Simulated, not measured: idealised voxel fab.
Herein follows the process module entitled voxel tone inversion.
For reference, the cross-section in this document is cut, with width 290 nm and square cells of 5 nm.
Cross-section, as written here: a square-cell grid given band by band from the top down, where a band holds one or more rows of cells. This entry defines a band. It first specifies the height of the band's top and the height of its bottom in nm, and then specifies the band's materials from left to right, stating each material with its width in nm. The word "throughout" identifies a single material that fills the band from edge to edge, while the word "air" identifies empty space. Height reference: 0 = level under which incoming wafer is all one material. Lowest band: no bottom, runs on downward, e.g. "top 0, no bottom". A two-number width, for instance "30 to 40", indicates that the width is equal to the first number in the top row of the band and to the second number in the bottom row, and that it changes by a constant amount per row of cells. "all unchanged" after a step means that no cell of the cross-section changed. Entry "Fully closed voids". Content: empty spaces with no open connection to the top, size 8 cells or greater. Each: width x height at distance. Distance: from left edge. Unit: nm. Anything after a step's settings on that line? It's the simulator's own note about the step. Each step line may optionally specify "overlay nm", which for a step with a mask gives the rightward distance between the mask's planned place and where it lay, a negative value indicating the leftward direction.

STEPS IN THE PROCESS PLAN
1) RECEIVE (material Si)
2) CONFORMAL_DEP (material SiCN; thk nm 10)
3) DIRECTIONAL_DEP (material aC; thk nm 25)
4) PATTERN (tone cover; mask id POSTS; material resist; width nm 20; pitch nm 35; thk nm 30; overlay nm 0)
5) DIRECTIONAL_ETCH (etch materials aC; depth nm 25)
6) STRIP (etch materials resist)
7) FILL_DEP (material SiO2; thk nm 10)
8) CMP (height nm 35)
9) STRIP (etch materials aC)
10) CONFORMAL_DEP (material TiN; thk nm 5)
11) FILL_DEP (material Cu; thk nm 5)
12) CMP (height nm 35)
13) CONFORMAL_DEP (material SiN; thk nm 5)
Wafers differ in depth nm at step 5; plan lists the first wafer's value; identical starting state.

CROSS-SECTION OF THE FIRST OF SEVERAL RECEIVED WAFERS, SHOWING ITS STATE AFTER STEP 1
  top 0, no bottom | Si throughout
  Fully closed voids: none

QUICK KEY FOR THE TABLE: A ROW PER WAFER, TAKEN AT THE END OF THE MODULE. FOR EACH MATERIAL IT TELLS YOU HOW MANY CELLS THE WAFER GAINED (+) OR LOST (-) SINCE IT CAME IN, AND THE CLOSED VOIDS COME AFTER
depth nm 25, +24 Cu, +116 SiCN, +58 SiN, +230 SiO2, +36 TiN, Fully closed voids: none
depth nm 30, +24 Cu, +116 SiCN, +58 SiN, +230 SiO2, +36 TiN, Fully closed voids: none
depth nm 35, +116 SiCN, +58 SiN, +242 SiO2, +48 aC, Fully closed voids: none
depth nm 40, +116 SiCN, +58 SiN, +254 SiO2, +36 aC, Fully closed voids: none
